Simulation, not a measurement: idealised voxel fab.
The name of this process module is voxel double patterning.
245 nm wide, 5 nm square cells: that's cross-section cut.
A cross-section in this document is a grid of square cells, and it is written down as bands, the top band listed before the ones below it; a band is made up of one or more rows of cells. A band entry consists of two parts. The first gives the height of the band's top and the height of its bottom, in nm. The rest lists the band's materials from left to right, each with its width in nm. A single material labelled with the word "everywhere" fills the band from edge to edge, and the word "blank" marks empty space. Heights are expressed relative to 0, this being the level below which the as-received wafer comprises one material exclusively. The lowest band is unbounded in the downward direction and is denoted as in "0..down". Per-row width for "30..40": begins at first number (top row of band), ends at second number (bottom row), increment between rows held constant. Where a step carries "changes: none", the cross-section came out of it unchanged, cell for cell. Empty spaces without an open route to the top, at least 8 cells in extent, make up the entry "Entrapped void list"; each is given as width x height at distance, where the distance is measured from the left edge, and all are in nm. Text after the settings on a step's line: the simulator's own remark on that step. "overlay nm" on a masked step: distance the mask lay right of its planned place, negative for left.
### Steps planned for the process
| 1 | RECEIVE, material Si |
| 2 | CONFORMAL_DEP, material SiO2, thk nm 10 |
| 3 | DIRECTIONAL_DEP, material W, thk nm 15 |
| 4 | DIRECTIONAL_DEP, material SiN, thk nm 5 |
| 5 | PATTERN, tone open, mask id FIRST, material resist, width nm 15, pitch nm 50, thk nm 20, overlay nm 0 |
| 6 | DIRECTIONAL_ETCH, etch materials SiN, depth nm 5 |
| 7 | STRIP, etch materials resist |
| 8 | MASKED_ETCH, tone open, mask id SECOND, width nm 15, etch materials SiN, depth nm 5, overlay nm 0 |
| 9 | DIRECTIONAL_ETCH, etch materials W, depth nm 15 |
| 10 | STRIP, etch materials SiN |
### So, the first of our two wafers, run just as we planned it
### Cross-section of the incoming wafer, state after step 1
> 0..down = Si everywhere
> Entrapped void list: none
### Take a look at the wafer's cross-section after step 2
> 10..0 = SiO2 everywhere
> Beneath the level 0, the cross-section is identical to its previous state.
### Take a look at the wafer's cross-section after step 3
> 25..10 = W everywhere
> Beneath the level 10, the cross-section is identical to its previous state.
### Take a look at the wafer's cross-section after step 4
> 30..25 = SiN everywhere
> Beneath the level 25, the cross-section is identical to its previous state.
### Take a look at the wafer's cross-section after step 5
> 50..30 = resist (90); blank (15); resist (35); blank (15); resist (90)
> Beneath the level 30, the cross-section is identical to its previous state.
### Take a look at the wafer's cross-section after step 6
> 50..30 = resist (90); blank (15); resist (35); blank (15); resist (90)
> 30..25 = SiN (90); blank (15); SiN (35); blank (15); SiN (90)
> Beneath the level 25, the cross-section is identical to its previous state.
### Take a look at the wafer's cross-section after step 7
> 30..25 = SiN (90); blank (15); SiN (35); blank (15); SiN (90)
> Beneath the level 25, the cross-section is identical to its previous state.
### Take a look at the wafer's cross-section after step 8
> 30..25 = SiN (90); blank (15); SiN (10); blank (15); SiN (10); blank (15); SiN (90)
> Beneath the level 25, the cross-section is identical to its previous state.
### Take a look at the wafer's cross-section after step 9
> 30..25 = SiN (90); blank (15); SiN (10); blank (15); SiN (10); blank (15); SiN (90)
> 25..10 = W (90); blank (15); W (10); blank (15); W (10); blank (15); W (90)
> Beneath the level 10, the cross-section is identical to its previous state.
### Take a look at the wafer's cross-section after step 10
> 25..10 = W (90); blank (15); W (10); blank (15); W (10); blank (15); W (90)
> Beneath the level 10, the cross-section is identical to its previous state.
### Second wafer, same starting state and plan as the first, one mistake in the run, identical through step 1
### Second wafer: cross-section at the scheduled end of step 2
> 10..0 = W everywhere
> Beneath the level 0, the cross-section is identical to its previous state.
### Second wafer: cross-section at the scheduled end of step 3
> 25..0 = W everywhere
> Beneath the level 0, the cross-section is identical to its previous state.
### Second wafer: cross-section at the scheduled end of step 4
> 30..25 = SiN everywhere
> Beneath the level 25, the cross-section is identical to its previous state.
### Second wafer: cross-section at the scheduled end of step 5
> 50..30 = resist (90); blank (15); resist (35); blank (15); resist (90)
> Beneath the level 30, the cross-section is identical to its previous state.
### Second wafer: cross-section at the scheduled end of step 6
> 50..30 = resist (90); blank (15); resist (35); blank (15); resist (90)
> 30..25 = SiN (90); blank (15); SiN (35); blank (15); SiN (90)
> Beneath the level 25, the cross-section is identical to its previous state.
### Second wafer: cross-section at the scheduled end of step 7
> 30..25 = SiN (90); blank (15); SiN (35); blank (15); SiN (90)
> Beneath the level 25, the cross-section is identical to its previous state.
### Second wafer: cross-section at the scheduled end of step 8
> 30..25 = SiN (90); blank (15); SiN (10); blank (15); SiN (10); blank (15); SiN (90)
> Beneath the level 25, the cross-section is identical to its previous state.
### Second wafer: cross-section at the scheduled end of step 9
> 30..25 = SiN (90); blank (15); SiN (10); blank (15); SiN (10); blank (15); SiN (90)
> 25..10 = W (90); blank (15); W (10); blank (15); W (10); blank (15); W (90)
> Beneath the level 10, the cross-section is identical to its previous state.
### Second wafer: cross-section at the scheduled end of step 10
> 25..10 = W (90); blank (15); W (10); blank (15); W (10); blank (15); W (90)
> Beneath the level 10, the cross-section is identical to its previous state.
What was the processing mistake? step 2: run off-plan, actual operation and settings CONFORMAL_DEP, material W, thk nm 10
Cell-count delta at end, second wafer over first, by material: -98 SiO2 | +98 W
